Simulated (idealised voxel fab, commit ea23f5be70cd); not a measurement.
process module | voxel air gaps
cross-section cut | 175 nm wide | cells 5 nm
A cross-section is a grid of square cells, given in bands from the top down. A band is one or more rows of cells.
Each band's line starts with the height of the band's top and of its bottom, in nm. Then come its materials from left to right, each with its width in nm. One material with "throughout" fills the band from edge to edge. "air" is empty space.
Height 0 is the level under which the wafer as received is all one material. The lowest band goes on downwards, as in "0 down".
A width such as "30 to 40" changes by the same amount from each row of cells to the next, from the band's top row to its bottom row.
"no change" after a step means that no cell of the cross-section changed.
closed voids: empty space of 8 cells or more with no open way to the top, each as width x height at its distance from the left edge, in nm
after a step's settings: what the simulator itself notes on the step
overlay nm, on a step with a mask: how far to the right of its planned place the mask lay; to the left if negative
plan
1 op RECEIVE | material Si
2 op CONFORMAL_DEP | material SiO2 | thk nm 15
3 op CONFORMAL_DEP | material SiCN | thk nm 5
4 op DIRECTIONAL_DEP | material lowk | thk nm 35
5 op DIRECTIONAL_DEP | material aC | thk nm 15
6 op PATTERN | tone open | mask id LINES | material resist | width nm 25 | pitch nm 50 | thk nm 30 | overlay nm 0
7 op DIRECTIONAL_ETCH | etch materials aC | depth nm 15
8 op STRIP | etch materials resist
9 op DIRECTIONAL_ETCH | etch materials lowk | depth nm 35
10 op STRIP | etch materials aC
11 op CONFORMAL_DEP | material TiN | thk nm 5
12 op FILL_DEP | material Cu | thk nm 5
13 op CMP | height nm 55
14 op EPI | material Ru | thk nm 10
15 op SELECTIVE_ETCH | etch materials lowk | depth nm 45
16 op CONFORMAL_DEP | material SiCN | thk nm 5
as received, after step 1
  0 down: Si throughout
  closed voids: none
a wafer at the end: this start, this plan, one mistake
  70 to 65: SiCN throughout
  65 to 55: Ru throughout
  55 to 50: TiN 30 | Cu 15 | TiN 35 | Cu 15 | TiN 35 | Cu 15 | TiN 30
  50 to 25: lowk 25 | TiN 5 | Cu 15 | TiN 5 | lowk 25 | TiN 5 | Cu 15 | TiN 5 | lowk 25 | TiN 5 | Cu 15 | TiN 5 | lowk 25
  25 to 20: lowk 25 | TiN 25 | lowk 25 | TiN 25 | lowk 25 | TiN 25 | lowk 25
  20 to 15: SiCN throughout
  15 to 0: SiO2 throughout
  0 down: Si throughout
  closed voids: none
what went wrong: step 4 ran as: op DIRECTIONAL_DEP | material lowk | thk nm 30
